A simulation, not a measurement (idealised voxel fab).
process module | voxel self aligned contacts
cross-section cut | 230 nm wide | cells 5 nm
A cross-section is a grid of square cells, given in bands from the top down. A band is one or more rows of cells.
Each band's line starts with the height of the band's top and of its bottom, in nm. Then come its materials from left to right, each with its width in nm. One material with "throughout" fills the band from edge to edge. "air" is empty space.
Height 0 is the level under which the wafer as received is all one material. The lowest band goes on downwards, as in "0 down".
A width such as "30 to 40" changes by the same amount from each row of cells to the next, from the band's top row to its bottom row.
"no change" after a step means that no cell of the cross-section changed.
closed voids: empty space of 8 cells or more with no open way to the top, each as width x height at its distance from the left edge, in nm
after a step's settings: what the simulator itself notes on the step
overlay nm, on a step with a mask: how far to the right of its planned place the mask lay; to the left if negative
plan
1 op RECEIVE | material Si
2 op OXIDIZE | depth nm 5
3 op DIRECTIONAL_DEP | material polySi | thk nm 30
4 op DIRECTIONAL_DEP | material SiN | thk nm 20
5 op DIRECTIONAL_DEP | material aC | thk nm 15
6 op PATTERN | tone cover | mask id GATE | material resist | width nm 25 | pitch nm 50 | thk nm 30 | overlay nm -15
7 op DIRECTIONAL_ETCH | etch materials aC | depth nm 15
8 op STRIP | etch materials resist
9 op DIRECTIONAL_ETCH | etch materials SiN | depth nm 20
10 op DIRECTIONAL_ETCH | etch materials polySi | depth nm 30
11 op STRIP | etch materials aC
12 op CONFORMAL_DEP | material SiN | thk nm 5
13 op DIRECTIONAL_ETCH | etch materials SiN | depth nm 5
14 op FILL_DEP | material SiO2 | thk nm 20
15 op CMP | height nm 60
16 op PATTERN | tone open | mask id CONTACT | material resist | width nm 35 | thk nm 15 | overlay nm 0
17 op DIRECTIONAL_ETCH | etch materials SiO2 | depth nm 65
18 op STRIP | etch materials resist
19 op CONFORMAL_DEP | material TiN | thk nm 5
20 op FILL_DEP | material Ru | thk nm 5
21 op CMP | height nm 60
22 op CONFORMAL_DEP | material SiCN | thk nm 5
varied across the wafers: overlay nm of step 6. The plan shows the first wafer's value. All wafers start alike
first wafer as received, after step 1
  0 down: Si throughout
  closed voids: none
each wafer at the end: cells of each material gained (+) or lost (-) since it was received, then its closed voids
overlay nm -15 | +5 Ru | -46 Si | +46 SiCN | +80 SiN | +422 SiO2 | +31 TiN | +60 polySi | closed voids: none
overlay nm -10 | +16 Ru | -46 Si | +46 SiCN | +80 SiN | +411 SiO2 | +31 TiN | +60 polySi | closed voids: none
overlay nm -5 | +16 Ru | -46 Si | +46 SiCN | +80 SiN | +411 SiO2 | +31 TiN | +60 polySi | closed voids: none
overlay nm 0 | +16 Ru | -46 Si | +46 SiCN | +80 SiN | +411 SiO2 | +31 TiN | +60 polySi | closed voids: none
overlay nm 5 | +16 Ru | -46 Si | +46 SiCN | +80 SiN | +411 SiO2 | +31 TiN | +60 polySi | closed voids: none
overlay nm 10 | +16 Ru | -46 Si | +46 SiCN | +80 SiN | +411 SiO2 | +31 TiN | +60 polySi | closed voids: none
overlay nm 15 | +5 Ru | -46 Si | +46 SiCN | +80 SiN | +422 SiO2 | +31 TiN | +60 polySi | closed voids: none
